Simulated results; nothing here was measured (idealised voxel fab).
process module | voxel air gaps
It is cross-section cut that appears here, measuring 250 nm in width, its square cells being 5 nm in size.
Throughout this document, each cross-section is represented as a grid of square cells and is presented as a sequence of bands enumerated from the top downward, where a band comprises one or more rows of cells. Top, bottom (nm), then materials left to right with widths (nm); lone material tagged "throughout" fills the whole band edge to edge; "air" = empty space. Heights are expressed relative to 0, this being the level below which the as-received wafer comprises one material exclusively. The lowest band is unbounded in the downward direction and is denoted as in "0..down". Width: "30->40" (first number = top row, second number = bottom row, same change from row to row of cells). No cell of the cross-section changed in a step that is given as "left unchanged". The label "Voids lacking openings" introduces a list of the empty spaces, 8 cells or larger, that have no open way up to the top; each entry in it reads width x height at distance, where the distance is taken from the left edge and all three are stated in nm. What comes after the settings on a step's line is commentary from the simulator itself on that step. overlay nm: right-of-plan distance of the mask on a masked step; negative values mean left-of-plan.
[Set out below are the planned steps of the process]
| 1 | RECEIVE [material Si] |
| 2 | CONFORMAL_DEP [material SiO2] [thk nm 15] |
| 3 | CONFORMAL_DEP [material SiN] [thk nm 5] |
| 4 | DIRECTIONAL_DEP [material SiO2] [thk nm 35] |
| 5 | MASKED_ETCH [tone open] [mask id LINES] [width nm 25] [pitch nm 55] [etch materials SiO2] [depth nm 35] [overlay nm 0] |
| 6 | CONFORMAL_DEP [material TiN] [thk nm 5] |
| 7 | FILL_DEP [material Cu] [thk nm 5] |
| 8 | CMP [height nm 55] |
| 9 | EPI [material Ru] [thk nm 10] |
| 10 | SELECTIVE_ETCH [etch materials SiO2] [depth nm 45] |
| 11 | CONFORMAL_DEP [material SiCN] [thk nm 5] |
[as received, after step 1]
	0..down  Si throughout
	Voids lacking openings: none
[The first of the two wafers as seen in cross-section once the module was finished; processing followed the plan]
	70..65  air 40 nm, SiCN 165 nm, air 45 nm
	65..55  air 40 nm, SiCN 5 nm, Ru 45 nm, SiCN 10 nm, Ru 45 nm, SiCN 10 nm, Ru 45 nm, SiCN 5 nm, air 45 nm
	55..50  air 40 nm, SiCN 15 nm, TiN 5 nm, Cu 15 nm, TiN 5 nm, SiCN 30 nm, TiN 5 nm, Cu 15 nm, TiN 5 nm, SiCN 30 nm, TiN 5 nm, Cu 15 nm, TiN 5 nm, SiCN 15 nm, air 45 nm
	50..25  air 50 nm, SiCN 5 nm, TiN 5 nm, Cu 15 nm, TiN 5 nm, SiCN 5 nm, air 20 nm, SiCN 5 nm, TiN 5 nm, Cu 15 nm, TiN 5 nm, SiCN 5 nm, air 20 nm, SiCN 5 nm, TiN 5 nm, Cu 15 nm, TiN 5 nm, SiCN 5 nm, air 55 nm
	25..20  SiCN 55 nm, TiN 25 nm, SiCN 30 nm, TiN 25 nm, SiCN 30 nm, TiN 25 nm, SiCN 60 nm
	20..15  SiN throughout
	15..0  SiO2 throughout
	0..down  Si throughout
	Voids lacking openings: 20 x 25 at 85; 20 x 25 at 140
[Wafer two, end of module, cross-section. Same start, same plan as wafer one. One mistake in the run]
	70..65  SiCN throughout
	65..55  Ru 65 nm, SiCN 5 nm, Ru 50 nm, SiCN 5 nm, Ru 50 nm, SiCN 5 nm, Ru 70 nm
	55..50  Cu 50 nm, TiN 5 nm, SiCN 25 nm, TiN 5 nm, Cu 20 nm, TiN 5 nm, SiCN 25 nm, TiN 5 nm, Cu 20 nm, TiN 5 nm, SiCN 25 nm, TiN 5 nm, Cu 55 nm
	50..25  Cu 50 nm, TiN 5 nm, SiCN 5 nm, air 15 nm, SiCN 5 nm, TiN 5 nm, Cu 20 nm, TiN 5 nm, SiCN 5 nm, air 15 nm, SiCN 5 nm, TiN 5 nm, Cu 20 nm, TiN 5 nm, SiCN 5 nm, air 15 nm, SiCN 5 nm, TiN 5 nm, Cu 55 nm
	25..20  TiN 55 nm, SiCN 25 nm, TiN 30 nm, SiCN 25 nm, TiN 30 nm, SiCN 25 nm, TiN 60 nm
	20..15  SiN throughout
	15..0  SiO2 throughout
	0..down  Si throughout
	Voids lacking openings: 15 x 25 at 60; 15 x 25 at 115; 15 x 25 at 170
What was the processing mistake? step 5 was not run as planned; what actually ran was MASKED_ETCH [tone cover] [mask id LINES] [width nm 25] [pitch nm 55] [etch materials SiO2] [depth nm 35] [overlay nm 0]
Materials where the second wafer ends with more or fewer cells than the first: Cu: 120 more; Ru: 40 more; SiCN: 12 fewer; TiN: 20 more
At process end, closed voids number 2 in the first wafer and 3 in the second wafer.
